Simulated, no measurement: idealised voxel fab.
Herein follows the process module entitled voxel trench capacitor.
Xsec cut, 165 nm wide, square cell size 5 nm.
Cross-section, as written here: a square-cell grid given band by band from the top down, where a band holds one or more rows of cells. Look at the band entry: it leads with the top's height and the bottom's height in nm. Then it lists the materials left to right, with a width in nm for each. The word "throughout" on a single material says that material fills the band edge to edge. The word "air" is empty space. All heights in this document are referenced to 0, defined as the level beneath which the wafer, as received, consists entirely of one material. The lowest band is not bounded below; it extends indefinitely downward and is written in the form "z 0 and below". The notation "30 to 40" denotes a width that varies across the rows of cells in the band, beginning at the first number in the top row, finishing at the second number in the bottom row, and changing by an identical amount from each row to the next. Any step labelled "identical to before" changed none of the cells in the cross-section. Enclosed voids (no open way to top), threshold 8 cells or more, entry "Sealed cavities", notation width x height at distance, distance from left edge, nm. If you see something after the settings on a step's line, that's the simulator's own remark about that step. overlay nm: how far to the right of its planned place the mask lay on this masked step (negative: to the left).

-- These are the steps we planned for the process
- 1: RECEIVE, material Si
- 2: CONFORMAL_DEP, material SiN, thk nm 5
- 3: PATTERN, tone open, mask id TRENCH, material resist, width nm 20, pitch nm 45, thk nm 15, overlay nm 0
- 4: DIRECTIONAL_ETCH, etch materials SiN, depth nm 5
- 5: DIRECTIONAL_ETCH, etch materials Si, depth nm 25
- 6: STRIP, etch materials resist
- 7: CONFORMAL_DEP, material SiO2, thk nm 5
- 8: FILL_DEP, material polySi, thk nm 10
- 9: CMP, height nm 5

-- Cross-section, incoming material, after step 1
- z 0 and below  Si throughout
- Sealed cavities: none

-- Post-module cross-section of the first of two wafers (run per plan)
- z 5 to 0  50 SiN | 5 SiO2 | 10 polySi | 5 SiO2 | 25 SiN | 5 SiO2 | 10 polySi | 5 SiO2 | 50 SiN
- z 0 to -20  50 Si | 5 SiO2 | 10 polySi | 5 SiO2 | 25 Si | 5 SiO2 | 10 polySi | 5 SiO2 | 50 Si
- z -20 to -25  50 Si | 20 SiO2 | 25 Si | 20 SiO2 | 50 Si
- z -25 and below  Si throughout
- Sealed cavities: none

-- End-of-module cross-section of the second wafer: identical starting point and process plan to the first, with one processing mistake
- z 5 to 0  45 polySi | 5 SiO2 | 20 SiN | 5 SiO2 | 15 polySi | 5 SiO2 | 20 SiN | 5 SiO2 | 45 polySi
- z 0 to -20  45 polySi | 5 SiO2 | 20 Si | 5 SiO2 | 15 polySi | 5 SiO2 | 20 Si | 5 SiO2 | 45 polySi
- z -20 to -25  50 SiO2 | 20 Si | 25 SiO2 | 20 Si | 50 SiO2
- z -25 and below  Si throughout
- Sealed cavities: none
In executing the process, a mistake was made relative to the plan: step 3 ran differently from the plan; actual operation with settings: PATTERN, tone cover, mask id TRENCH, material resist, width nm 20, pitch nm 45, thk nm 15, overlay nm 0
Wrapping up, a cell-based count of both wafers puts the second over or under the first for these materials: Si: 85 fewer | SiN: 17 fewer | SiO2: 17 more | polySi: 85 more
